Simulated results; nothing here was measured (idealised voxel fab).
Process module, titled voxel released beams
Section cut is 160 nm wide and gridded with 5 nm square cells.
Format of a cross-section: grid, square cells. Given as bands. Order: top down. Band: one or more rows of cells. What a band's entry tells you: where the top is and where the bottom is, as heights in nm, and after that what lies inside, material by material from left to right, each with its width in nm. Empty space is written as the word "air", and a single material marked with the word "throughout" occupies the band from edge to edge. Where do heights start? At 0: under that level the wafer as delivered is made of one material only. And the lowest band has no floor; it just carries on downward, as in "top 0, no bottom". Width "30->40": first value at the band's top row of cells, second value at its bottom row, equal change from row to row. The cross-section has no changed cell in any step marked "nothing got changed". Any empty space of 8 cells or more lacking an open way to the top shows up in "Cavities, closed" as width x height at distance, distance from the left edge, in nm. Note: text after step settings on the step line = simulator remark on that step. If you see "overlay nm" on a step's line and that step has a mask, it's telling you how far right of where it was planned the mask ended up; a negative number means it went left instead.
[The steps planned for the process are as follows]
- 1: RECEIVE [material Si]
- 2: CONFORMAL_DEP [material Al2O3] [thk nm 10]
- 3: DIRECTIONAL_DEP [material SiO2] [thk nm 20]
- 4: PATTERN [tone open] [mask id ANCHOR] [material resist] [width nm 30] [thk nm 15] [overlay nm -10]
- 5: DIRECTIONAL_ETCH [etch materials SiO2] [depth nm 20]
- 6: STRIP [etch materials resist]
- 7: CONFORMAL_DEP [material SiN] [thk nm 10]
- 8: PATTERN [tone cover] [mask id BEAM] [material resist] [width nm 115] [thk nm 20] [overlay nm 0]
- 9: DIRECTIONAL_ETCH [etch materials SiN] [depth nm 10]
- 10: STRIP [etch materials resist]
- 11: STRIP [etch materials SiO2]
Split variable: overlay nm, step 4. Plan value = first wafer. Wafers start alike.
[Here's the first of the wafers in cross-section, just as we got it, i.e. after step 1]
    top 0, no bottom: Si throughout
    Cavities, closed: none
[Here is how to read the rows: every wafer has a row, and it shows the wafer at the end of the module, giving for each material how many cells were gained (+) or lost (-) since the wafer was received, then listing its closed voids]
overlay nm -10, +64 Al2O3, +62 SiN, Cavities, closed: none
overlay nm -5, +64 Al2O3, +62 SiN, Cavities, closed: none
overlay nm 0, +64 Al2O3, +62 SiN, Cavities, closed: none
overlay nm 5, +64 Al2O3, +62 SiN, Cavities, closed: none
overlay nm 10, +64 Al2O3, +62 SiN, Cavities, closed: none
overlay nm 15, +64 Al2O3, +62 SiN, Cavities, closed: none
